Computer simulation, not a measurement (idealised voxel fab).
Herein follows the process module entitled voxel quadruple lines.
Displayed cross-section: cut, width of 260 nm, square cells sized 5 nm.
If you're reading a cross-section in this doc, picture square cells in a grid; it comes to you as bands, top ones listed first down to the bottom, and a band can be one or more rows of cells. The band entry comprises the height of the band's top followed by the height of its bottom, expressed in nm, and subsequently the band's materials from left to right, each stated together with its width in nm. Where a single material is marked with the word "everywhere", that material fills the band from edge to edge. The word "blank" represents empty space. Counting heights begins at 0, where everything beneath is, in the wafer as received, one material. The lowest band has no bottom; it goes on downwards, as "from 0 down" shows. Graded width ("30 to 40"): value in top row of band = first number; value in bottom row = second number; row-to-row change constant. "no modifications" after a step means that no cell of the cross-section changed. The list in "Enclosed void catalog" covers empty spaces of 8 cells or more that cannot reach the top through any open way, and it gives each as width x height at distance; the distance is from the left edge, and width, height and distance are in nm. The remark found on a step's line after its settings is issued by the simulator itself and pertains to that step. overlay nm: how far to the right of its planned place the mask lay on this masked step (negative: to the left).
[Steps planned for the process]
| 1 | RECEIVE,material Si |
| 2 | CONFORMAL_DEP,material SiO2,thk nm 5 |
| 3 | DIRECTIONAL_DEP,material Ru,thk nm 10 |
| 4 | DIRECTIONAL_DEP,material polySi,thk nm 15 |
| 5 | DIRECTIONAL_DEP,material aC,thk nm 20 |
| 6 | PATTERN,tone cover,mask id MANDREL,material resist,width nm 35,thk nm 25,overlay nm 0 |
| 7 | DIRECTIONAL_ETCH,etch materials aC,depth nm 20 |
| 8 | STRIP,etch materials resist |
| 9 | CONFORMAL_DEP,material SiO2,thk nm 15 |
| 10 | DIRECTIONAL_ETCH,etch materials SiO2,depth nm 15 |
| 11 | STRIP,etch materials aC |
| 12 | DIRECTIONAL_ETCH,etch materials polySi,depth nm 15 |
| 13 | STRIP,etch materials SiO2 |
| 14 | CONFORMAL_DEP,material SiCN,thk nm 10 |
| 15 | DIRECTIONAL_ETCH,etch materials SiCN,depth nm 10 |
| 16 | STRIP,etch materials polySi |
| 17 | DIRECTIONAL_ETCH,etch materials Ru,depth nm 10 |
| 18 | STRIP,etch materials SiCN |
[Cross-section of the incoming wafer, state after step 1]
	from 0 down | Si everywhere
	Enclosed void catalog: none
[Cross-section: first of two wafers, module finished, run according to plan]
	from 15 to 5 | blank 85  Ru 10  blank 15  Ru 10  blank 15  Ru 10  blank 15  Ru 10  blank 90
	from 5 to 0 | SiO2 everywhere
	from 0 down | Si everywhere
	Enclosed void catalog: none
[Cross-section of the latter of the two wafers at module completion. It had an identical start and an identical plan to the former; in running it, one mistake was made]
	from 15 to 5 | blank 100  Ru 10  blank 15  Ru 5  blank 15  Ru 10  blank 105
	from 5 to 0 | SiO2 everywhere
	from 0 down | Si everywhere
	Enclosed void catalog: none
The mistake made against the process plan was this: planned and actual differ for step 6; actual: PATTERN,tone open,mask id MANDREL,material resist,width nm 35,thk nm 25,overlay nm 0
Final cells, second wafer relative to first, materials higher or lower: Ru: 6 fewer
